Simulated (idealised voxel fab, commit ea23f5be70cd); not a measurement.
Module name: voxel lift off (process module)
Cross-section cut: width 205 nm, square cells of 5 nm.
The cross-sections in this document take the form of a grid made of square cells. They are written out as bands, in order from top to bottom. Each band consists of one or more rows of cells. Band: top height; bottom height; in nm. Then, left to right: material with width in nm, for each material. "everywhere": a single material spanning edge to edge. "empty": empty space. Heads up on the height convention: 0 is the point under which the incoming wafer is all one material, and the lowest band has no bottom, it just keeps going down, like "from 0 down". Width "30->40": first value at the band's top row of cells, second value at its bottom row, equal change from row to row. Given "everything unchanged" for a step, no cell of the cross-section differs between before and after that step. Entry "Fully closed voids" = empty spaces >= 8 cells with no open way to the top; each as width x height at distance, distance from left edge, all nm. Past the settings on a step's line: simulator remark, on that step. overlay nm: mask right of planned place by this much (step with mask). Neg. = left.

[Listed below are the process steps as planned]
1. RECEIVE,material Si
2. CONFORMAL_DEP,material SiN,thk nm 5
3. PATTERN,tone open,mask id LINES,material resist,width nm 15,pitch nm 40,thk nm 25,overlay nm 0
4. DIRECTIONAL_DEP,material Ru,thk nm 15
5. STRIP,etch materials resist
6. CONFORMAL_DEP,material SiN,thk nm 10
Every wafer here starts from the same state; it is the step 2 thk nm that distinguishes them, and the value the plan gives belongs to the first wafer.

[Cross-section: the first of several wafers in its as-received state, i.e. following step 1]
    from 0 down | Si everywhere
    Fully closed voids: none

[The rows of the table below are wafers. Looking at the end of the module, a row counts, for every material, the cells the wafer has gained, shown as (+), or lost, shown as (-), since it was received; its closed voids come next]
thk nm 5 | +27 Ru | +159 SiN | Fully closed voids: none
thk nm 10 | +27 Ru | +200 SiN | Fully closed voids: none
thk nm 15 | +27 Ru | +241 SiN | Fully closed voids: none
thk nm 20 | +27 Ru | +282 SiN | Fully closed voids: none
thk nm 25 | +27 Ru | +323 SiN | Fully closed voids: none
thk nm 30 | +27 Ru | +364 SiN | Fully closed voids: none
